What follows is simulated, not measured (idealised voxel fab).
Title: Process Module voxel transistor to metal
In the cross-section labelled cut, the width is 170 nm and each square cell is 5 nm.
Cross-section = grid of square cells, listed top down in bands; band = one or more rows.
Band: top and bottom heights (nm) first, top before bottom; then materials from left to right, widths in nm. "everywhere" marks a sole material filling the band edge to edge. "blank" denotes empty space.
Measure heights from 0. That's the level where, below it, the as-received wafer is all one material. The lowest band is bottomless and extends downward; write it as in "from 0 down".
The notation "30..40" denotes a width that varies across the rows of cells in the band, beginning at the first number in the top row, finishing at the second number in the bottom row, and changing by an identical amount from each row to the next.
"no modification" means the step left every cell of the cross-section as it was.
What "Closed void roster" gives you is every empty space of 8 cells or more that is cut off from the top. Each appears as width x height at distance, with the distance taken from the left edge and width, height and distance all in nm.
Past the settings on a step's line: simulator remark, on that step.
Regarding "overlay nm": on a step with a mask, it is the distance the mask lay to the right of its planned place; a negative value places it to the left.
## Process steps (planned)
step 1: RECEIVE | material Si
step 2: OXIDIZE | depth nm 5
step 3: CONFORMAL_DEP | material SiN | thk nm 15
step 4: PATTERN | tone cover | mask id ACTIVE | material resist | width nm 95 | thk nm 15 | overlay nm 0
step 5: DIRECTIONAL_ETCH | etch materials SiN | depth nm 15
step 6: DIRECTIONAL_ETCH | etch materials SiO2 | depth nm 5
step 7: DIRECTIONAL_ETCH | etch materials Si | depth nm 25
step 8: STRIP | etch materials resist
step 9: OXIDIZE | depth nm 5
step 10: FILL_DEP | material SiO2 | thk nm 10
step 11: CMP | height nm 15
step 12: SELECTIVE_ETCH | etch materials SiO2 | depth nm 15
step 13: STRIP | etch materials SiN
step 14: SELECTIVE_ETCH | etch materials SiO2 | depth nm 5
step 15: OXIDIZE | depth nm 5
step 16: DIRECTIONAL_DEP | material polySi | thk nm 30
step 17: DIRECTIONAL_DEP | material SiCN | thk nm 10
step 18: MASKED_ETCH | tone cover | mask id GATE | width nm 25 | etch materials SiCN | depth nm 20 | overlay nm 0
step 19: MASKED_ETCH | tone cover | mask id GATE | width nm 25 | etch materials polySi | depth nm 40 | overlay nm 0
step 20: CONFORMAL_DEP | material SiN | thk nm 5
step 21: DIRECTIONAL_ETCH | etch materials SiN | depth nm 10
step 22: DIRECTIONAL_ETCH | etch materials SiO2 | depth nm 5
step 23: EPI | material nSi | thk nm 5
step 24: FILL_DEP | material SiO2 | thk nm 5
step 25: CMP | height nm 35
step 26: DIRECTIONAL_DEP | material SiO2 | thk nm 15
step 27: PATTERN | tone open | mask id CONTACT | material resist | width nm 25 | pitch nm 60 | thk nm 15 | overlay nm 0
step 28: DIRECTIONAL_ETCH | etch materials SiO2 | depth nm 55
step 29: STRIP | etch materials resist
step 30: CONFORMAL_DEP | material TiN | thk nm 5
step 31: FILL_DEP | material Ru | thk nm 5
step 32: CMP | height nm 50
step 33: CONFORMAL_DEP | material SiN | thk nm 5
step 34: DIRECTIONAL_DEP | material SiO2 | thk nm 20
step 35: PATTERN | tone open | mask id METAL_1 | material resist | width nm 15 | pitch nm 70 | thk nm 15 | overlay nm 0
step 36: DIRECTIONAL_ETCH | etch materials SiO2 | depth nm 20
step 37: DIRECTIONAL_ETCH | etch materials SiN | depth nm 5
step 38: STRIP | etch materials resist
step 39: CONFORMAL_DEP | material TiN | thk nm 5
step 40: FILL_DEP | material Ru | thk nm 10
step 41: CMP | height nm 75
step 42: CONFORMAL_DEP | material SiN | thk nm 5
The plan's step 20 thk nm is the first wafer's value; the wafers differ in this setting and start identical.
## first wafer as received, after step 1
    from 0 down: Si everywhere
    Closed void roster: none
## Table: wafers, a row each; end-of-module cell change per material since receipt, gain (+), loss (-); then closed voids
thk nm 5, +68 Ru, -153 Si, +10 SiCN, +76 SiN, +429 SiO2, +72 TiN, +12 nSi, +30 polySi, Closed void roster: none
thk nm 10, +52 Ru, -153 Si, +10 SiCN, +94 SiN, +429 SiO2, +72 TiN, +10 nSi, +30 polySi, Closed void roster: none
thk nm 15, +34 Ru, -153 Si, +10 SiCN, +133 SiN, +422 SiO2, +68 TiN, +30 polySi, Closed void roster: none
thk nm 20, +20 Ru, -153 Si, +10 SiCN, +168 SiN, +405 SiO2, +64 TiN, +30 polySi, Closed void roster: none
thk nm 25, +20 Ru, -153 Si, +10 SiCN, +199 SiN, +388 SiO2, +50 TiN, +30 polySi, Closed void roster: none
